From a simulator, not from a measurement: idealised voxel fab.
Process module name: voxel wiring stack
Square cell edge 5 nm, section width 245 nm, ID cut.
Format of a cross-section: grid, square cells. Given as bands. Order: top down. Band: one or more rows of cells. The band entry comprises the height of the band's top followed by the height of its bottom, expressed in nm, and subsequently the band's materials from left to right, each stated together with its width in nm. Where a single material is marked with the word "everywhere", that material fills the band from edge to edge. The word "air" represents empty space. Zero point of the height axis is 0; under it, received wafer = one material. Lowest band: continues down indefinitely, "0 and below". When a width is written as two numbers, as in "30->40", the first number is the width in the top row of cells of the band and the second is the width in its bottom row, and the width changes by the same amount from each row to the next. "no modification" for a step: no cell of the cross-section changed in that step. Under "Fully closed voids" you'll find the enclosed gaps, the ones with no way out to the top, that are 8 cells or bigger; each reads width x height at distance, with distance counted from the left edge, everything in nm. If you see something after the settings on a step's line, that's the simulator's own remark about that step. overlay nm: for a step with a mask, the amount by which the mask lay right of where it was planned; a negative amount means left of it.
Process steps (planned)
1) RECEIVE with material Si
2) CONFORMAL_DEP with material SiO2, thk nm 15
3) DIRECTIONAL_DEP with material TiN, thk nm 5
4) DIRECTIONAL_DEP with material Ru, thk nm 15
5) DIRECTIONAL_DEP with material aC, thk nm 15
6) PATTERN with tone cover, mask id METAL_1, material resist, width nm 30, pitch nm 50, thk nm 30, overlay nm 0
7) DIRECTIONAL_ETCH with etch materials aC, depth nm 15
8) STRIP with etch materials resist
9) DIRECTIONAL_ETCH with etch materials Ru, depth nm 15
10) DIRECTIONAL_ETCH with etch materials TiN, depth nm 5
11) STRIP with etch materials aC
12) FILL_DEP with material SiO2, thk nm 5
13) CMP with height nm 35
14) CONFORMAL_DEP with material SiCN, thk nm 5
15) DIRECTIONAL_DEP with material lowk, thk nm 30
16) PATTERN with tone open, mask id METAL_2, material resist, width nm 30, pitch nm 50, thk nm 15, overlay nm 0
17) DIRECTIONAL_ETCH with etch materials lowk, depth nm 15
18) STRIP with etch materials resist
19) PATTERN with tone open, mask id METAL_2_HOLES, material resist, width nm 15, pitch nm 50, thk nm 15, overlay nm 0
20) DIRECTIONAL_ETCH with etch materials lowk, depth nm 15
21) DIRECTIONAL_ETCH with etch materials SiCN, depth nm 5
22) STRIP with etch materials resist
23) CONFORMAL_DEP with material TiN, thk nm 5
24) FILL_DEP with material Cu, thk nm 10
25) CMP with height nm 70
26) CONFORMAL_DEP with material SiCN, thk nm 5
27) DIRECTIONAL_DEP with material lowk, thk nm 30
28) PATTERN with tone open, mask id METAL_3, material resist, width nm 30, pitch nm 50, thk nm 20, overlay nm 0
29) DIRECTIONAL_ETCH with etch materials lowk, depth nm 15
30) STRIP with etch materials resist
31) PATTERN with tone open, mask id METAL_3_HOLES, material resist, width nm 15, thk nm 15, overlay nm 0
32) DIRECTIONAL_ETCH with etch materials lowk, depth nm 15
33) DIRECTIONAL_ETCH with etch materials SiCN, depth nm 5
34) STRIP with etch materials resist
35) CONFORMAL_DEP with material TiN, thk nm 5
36) FILL_DEP with material Cu, thk nm 10
37) CMP with height nm 105
38) CONFORMAL_DEP with material SiN, thk nm 5
What follows covers the first of two wafers; it ran as planned
Shown in cross-section is the wafer as received, that is, as it stands after step 1
  0 and below = Si everywhere
  Fully closed voids: none
Step 2 complete: cross-section through the wafer
  15 down to 0 = SiO2 everywhere
  For the remainder of the cross-section, below 0, there is no change.
Step 3 complete: cross-section through the wafer
  20 down to 15 = TiN everywhere
  For the remainder of the cross-section, below 15, there is no change.
Step 4 complete: cross-section through the wafer
  35 down to 20 = Ru everywhere
  For the remainder of the cross-section, below 20, there is no change.
Step 5 complete: cross-section through the wafer
  50 down to 35 = aC everywhere
  For the remainder of the cross-section, below 35, there is no change.
Step 6 complete: cross-section through the wafer
  80 down to 50 = 80 air  30 resist  20 air  30 resist  85 air
  For the remainder of the cross-section, below 50, there is no change.
Step 7 complete: cross-section through the wafer
  65 down to 50 = 80 air  30 resist  20 air  30 resist  85 air
  50 down to 35 = 80 air  30 aC  20 air  30 aC  85 air
  For the remainder of the cross-section, below 35, there is no change.
Step 8 complete: cross-section through the wafer
  50 down to 35 = 80 air  30 aC  20 air  30 aC  85 air
  For the remainder of the cross-section, below 35, there is no change.
Step 9 complete: cross-section through the wafer
  50 down to 35 = 80 air  30 aC  20 air  30 aC  85 air
  35 down to 20 = 80 air  30 Ru  20 air  30 Ru  85 air
  For the remainder of the cross-section, below 20, there is no change.
Step 10 complete: cross-section through the wafer
  50 down to 35 = 80 air  30 aC  20 air  30 aC  85 air
  35 down to 20 = 80 air  30 Ru  20 air  30 Ru  85 air
  20 down to 15 = 80 air  30 TiN  20 air  30 TiN  85 air
  For the remainder of the cross-section, below 15, there is no change.
Step 11 complete: cross-section through the wafer
  35 down to 20 = 80 air  30 Ru  20 air  30 Ru  85 air
  For the remainder of the cross-section, below 20, there is no change.
Step 12 complete: cross-section through the wafer
  40 down to 35 = SiO2 everywhere
  35 down to 20 = 80 SiO2  30 Ru  20 SiO2  30 Ru  85 SiO2
  20 down to 15 = 80 SiO2  30 TiN  20 SiO2  30 TiN  85 SiO2
  For the remainder of the cross-section, below 15, there is no change.
Step 13 complete: cross-section through the wafer
  35 down to 20 = 80 SiO2  30 Ru  20 SiO2  30 Ru  85 SiO2
  For the remainder of the cross-section, below 20, there is no change.
Step 14 complete: cross-section through the wafer
  40 down to 35 = SiCN everywhere
  For the remainder of the cross-section, below 35, there is no change.
Step 15 complete: cross-section through the wafer
  70 down to 40 = lowk everywhere
  For the remainder of the cross-section, below 40, there is no change.
Step 16 complete: cross-section through the wafer
  85 down to 70 = 80 resist  30 air  20 resist  30 air  85 resist
  For the remainder of the cross-section, below 70, there is no change.
Step 17 complete: cross-section through the wafer
  85 down to 70 = 80 resist  30 air  20 resist  30 air  85 resist
  70 down to 55 = 80 lowk  30 air  20 lowk  30 air  85 lowk
  For the remainder of the cross-section, below 55, there is no change.
Step 18 complete: cross-section through the wafer
  70 down to 55 = 80 lowk  30 air  20 lowk  30 air  85 lowk
  For the remainder of the cross-section, below 55, there is no change.
Step 19 complete: cross-section through the wafer
  85 down to 70 = 80 resist  15 air  35 resist  15 air  100 resist
  70 down to 55 = 80 lowk  15 air  15 resist  20 lowk  15 air  15 resist  85 lowk
  For the remainder of the cross-section, below 55, there is no change.
Step 20 complete: cross-section through the wafer
  85 down to 70 = 80 resist  15 air  35 resist  15 air  100 resist
  70 down to 55 = 80 lowk  15 air  15 resist  20 lowk  15 air  15 resist  85 lowk
  55 down to 40 = 80 lowk  15 air  35 lowk  15 air  100 lowk
  For the remainder of the cross-section, below 40, there is no change.
Step 21 complete: cross-section through the wafer
  85 down to 70 = 80 resist  15 air  35 resist  15 air  100 resist
  70 down to 55 = 80 lowk  15 air  15 resist  20 lowk  15 air  15 resist  85 lowk
  55 down to 40 = 80 lowk  15 air  35 lowk  15 air  100 lowk
  40 down to 35 = 80 SiCN  15 air  35 SiCN  15 air  100 SiCN
  For the remainder of the cross-section, below 35, there is no change.
Step 22 complete: cross-section through the wafer
  70 down to 55 = 80 lowk  30 air  20 lowk  30 air  85 lowk
  For the remainder of the cross-section, below 55, there is no change.
Step 23 complete: cross-section through the wafer
  75 down to 70 = 85 TiN  20 air  30 TiN  20 air  90 TiN
  70 down to 60 = 80 lowk  5 TiN  20 air  5 TiN  20 lowk  5 TiN  20 air  5 TiN  85 lowk
  60 down to 55 = 80 lowk  5 TiN  5 air  20 TiN  20 lowk  5 TiN  5 air  20 TiN  85 lowk
  55 down to 40 = 80 lowk  5 TiN  5 air  5 TiN  35 lowk  5 TiN  5 air  5 TiN  100 lowk
  40 down to 35 = 80 SiCN  15 TiN  35 SiCN  15 TiN  100 SiCN
  For the remainder of the cross-section, below 35, there is no change.
Step 24 complete: cross-section through the wafer
  85 down to 75 = Cu everywhere
  75 down to 70 = 85 TiN  20 Cu  30 TiN  20 Cu  90 TiN
  70 down to 60 = 80 lowk  5 TiN  20 Cu  5 TiN  20 lowk  5 TiN  20 Cu  5 TiN  85 lowk
  60 down to 55 = 80 lowk  5 TiN  5 Cu  20 TiN  20 lowk  5 TiN  5 Cu  20 TiN  85 lowk
  55 down to 40 = 80 lowk  5 TiN  5 Cu  5 TiN  35 lowk  5 TiN  5 Cu  5 TiN  100 lowk
  For the remainder of the cross-section, below 40, there is no change.
Step 25 complete: cross-section through the wafer
  70 down to 60 = 80 lowk  5 TiN  20 Cu  5 TiN  20 lowk  5 TiN  20 Cu  5 TiN  85 lowk
  For the remainder of the cross-section, below 60, there is no change.
Step 26 complete: cross-section through the wafer
  75 down to 70 = SiCN everywhere
  For the remainder of the cross-section, below 70, there is no change.
Step 27 complete: cross-section through the wafer
  105 down to 75 = lowk everywhere
  For the remainder of the cross-section, below 75, there is no change.
Step 28 complete: cross-section through the wafer
  125 down to 105 = 80 resist  30 air  20 resist  30 air  85 resist
  For the remainder of the cross-section, below 105, there is no change.
Step 29 complete: cross-section through the wafer
  125 down to 105 = 80 resist  30 air  20 resist  30 air  85 resist
  105 down to 90 = 80 lowk  30 air  20 lowk  30 air  85 lowk
  For the remainder of the cross-section, below 90, there is no change.
Step 30 complete: cross-section through the wafer
  105 down to 90 = 80 lowk  30 air  20 lowk  30 air  85 lowk
  For the remainder of the cross-section, below 90, there is no change.
Step 31 complete: cross-section through the wafer
  120 down to 105 = 80 resist  15 air  150 resist
  105 down to 90 = 80 lowk  15 air  15 resist  20 lowk  30 resist  85 lowk
  For the remainder of the cross-section, below 90, there is no change.
Step 32 complete: cross-section through the wafer
  120 down to 105 = 80 resist  15 air  150 resist
  105 down to 90 = 80 lowk  15 air  15 resist  20 lowk  30 resist  85 lowk
  90 down to 75 = 80 lowk  15 air  150 lowk
  For the remainder of the cross-section, below 75, there is no change.
Step 33 complete: cross-section through the wafer
  120 down to 105 = 80 resist  15 air  150 resist
  105 down to 90 = 80 lowk  15 air  15 resist  20 lowk  30 resist  85 lowk
  90 down to 75 = 80 lowk  15 air  150 lowk
  75 down to 70 = 80 SiCN  15 air  150 SiCN
  For the remainder of the cross-section, below 70, there is no change.
Step 34 complete: cross-section through the wafer
  105 down to 90 = 80 lowk  30 air  20 lowk  30 air  85 lowk
  For the remainder of the cross-section, below 90, there is no change.
Step 35 complete: cross-section through the wafer
  110 down to 105 = 85 TiN  20 air  30 TiN  20 air  90 TiN
  105 down to 95 = 80 lowk  5 TiN  20 air  5 TiN  20 lowk  5 TiN  20 air  5 TiN  85 lowk
  95 down to 90 = 80 lowk  5 TiN  5 air  20 TiN  20 lowk  30 TiN  85 lowk
  90 down to 75 = 80 lowk  5 TiN  5 air  5 TiN  150 lowk
  75 down to 70 = 80 SiCN  15 TiN  150 SiCN
  For the remainder of the cross-section, below 70, there is no change.
Step 36 complete: cross-section through the wafer
  120 down to 110 = Cu everywhere
  110 down to 105 = 85 TiN  20 Cu  30 TiN  20 Cu  90 TiN
  105 down to 95 = 80 lowk  5 TiN  20 Cu  5 TiN  20 lowk  5 TiN  20 Cu  5 TiN  85 lowk
  95 down to 90 = 80 lowk  5 TiN  5 Cu  20 TiN  20 lowk  30 TiN  85 lowk
  90 down to 75 = 80 lowk  5 TiN  5 Cu  5 TiN  150 lowk
  For the remainder of the cross-section, below 75, there is no change.
Step 37 complete: cross-section through the wafer
  105 down to 95 = 80 lowk  5 TiN  20 Cu  5 TiN  20 lowk  5 TiN  20 Cu  5 TiN  85 lowk
  For the remainder of the cross-section, below 95, there is no change.
Step 38 complete: cross-section through the wafer
  110 down to 105 = SiN everywhere
  For the remainder of the cross-section, below 105, there is no change.
Second wafer - shared start and plan with the first - one error in running - same as the first up to step 24 inclusive
Cross-section of the second wafer at the time by which step 25 should have been completed according to the plan: no modification
Cross-section of the second wafer at the time by which step 26 should have been completed according to the plan
  90 down to 85 = SiCN everywhere
  For the remainder of the cross-section, below 85, there is no change.
Cross-section of the second wafer at the time by which step 27 should have been completed according to the plan
  120 down to 90 = lowk everywhere
  For the remainder of the cross-section, below 90, there is no change.
Cross-section of the second wafer at the time by which step 28 should have been completed according to the plan
  140 down to 120 = 80 resist  30 air  20 resist  30 air  85 resist
  For the remainder of the cross-section, below 120, there is no change.
Cross-section of the second wafer at the time by which step 29 should have been completed according to the plan
  140 down to 120 = 80 resist  30 air  20 resist  30 air  85 resist
  120 down to 105 = 80 lowk  30 air  20 lowk  30 air  85 lowk
  For the remainder of the cross-section, below 105, there is no change.
Cross-section of the second wafer at the time by which step 30 should have been completed according to the plan
  120 down to 105 = 80 lowk  30 air  20 lowk  30 air  85 lowk
  For the remainder of the cross-section, below 105, there is no change.
Cross-section of the second wafer at the time by which step 31 should have been completed according to the plan
  135 down to 120 = 80 resist  15 air  150 resist
  120 down to 105 = 80 lowk  15 air  15 resist  20 lowk  30 resist  85 lowk
  For the remainder of the cross-section, below 105, there is no change.
Cross-section of the second wafer at the time by which step 32 should have been completed according to the plan
  135 down to 120 = 80 resist  15 air  150 resist
  120 down to 105 = 80 lowk  15 air  15 resist  20 lowk  30 resist  85 lowk
  105 down to 90 = 80 lowk  15 air  150 lowk
  For the remainder of the cross-section, below 90, there is no change.
Cross-section of the second wafer at the time by which step 33 should have been completed according to the plan
  135 down to 120 = 80 resist  15 air  150 resist
  120 down to 105 = 80 lowk  15 air  15 resist  20 lowk  30 resist  85 lowk
  105 down to 90 = 80 lowk  15 air  150 lowk
  90 down to 85 = 80 SiCN  15 air  150 SiCN
  For the remainder of the cross-section, below 85, there is no change.
Cross-section of the second wafer at the time by which step 34 should have been completed according to the plan
  120 down to 105 = 80 lowk  30 air  20 lowk  30 air  85 lowk
  For the remainder of the cross-section, below 105, there is no change.
Cross-section of the second wafer at the time by which step 35 should have been completed according to the plan
  125 down to 120 = 85 TiN  20 air  30 TiN  20 air  90 TiN
  120 down to 110 = 80 lowk  5 TiN  20 air  5 TiN  20 lowk  5 TiN  20 air  5 TiN  85 lowk
  110 down to 105 = 80 lowk  5 TiN  5 air  20 TiN  20 lowk  30 TiN  85 lowk
  105 down to 90 = 80 lowk  5 TiN  5 air  5 TiN  150 lowk
  90 down to 85 = 80 SiCN  15 TiN  150 SiCN
  For the remainder of the cross-section, below 85, there is no change.
Cross-section of the second wafer at the time by which step 36 should have been completed according to the plan
  135 down to 125 = Cu everywhere
  125 down to 120 = 85 TiN  20 Cu  30 TiN  20 Cu  90 TiN
  120 down to 110 = 80 lowk  5 TiN  20 Cu  5 TiN  20 lowk  5 TiN  20 Cu  5 TiN  85 lowk
  110 down to 105 = 80 lowk  5 TiN  5 Cu  20 TiN  20 lowk  30 TiN  85 lowk
  105 down to 90 = 80 lowk  5 TiN  5 Cu  5 TiN  150 lowk
  For the remainder of the cross-section, below 90, there is no change.
Cross-section of the second wafer at the time by which step 37 should have been completed according to the plan
  105 down to 90 = 80 lowk  5 TiN  5 Cu  5 TiN  150 lowk
  For the remainder of the cross-section, below 90, there is no change.
Cross-section of the second wafer at the time by which step 38 should have been completed according to the plan
  110 down to 105 = SiN everywhere
  For the remainder of the cross-section, below 105, there is no change.
Misprocessing identified: the run left out plan step 25 entirely, so it was never executed
Heads up, by the end the second wafer has more or fewer cells of some materials compared to the first: Cu: 89 more; TiN: 22 more; lowk: 111 fewer
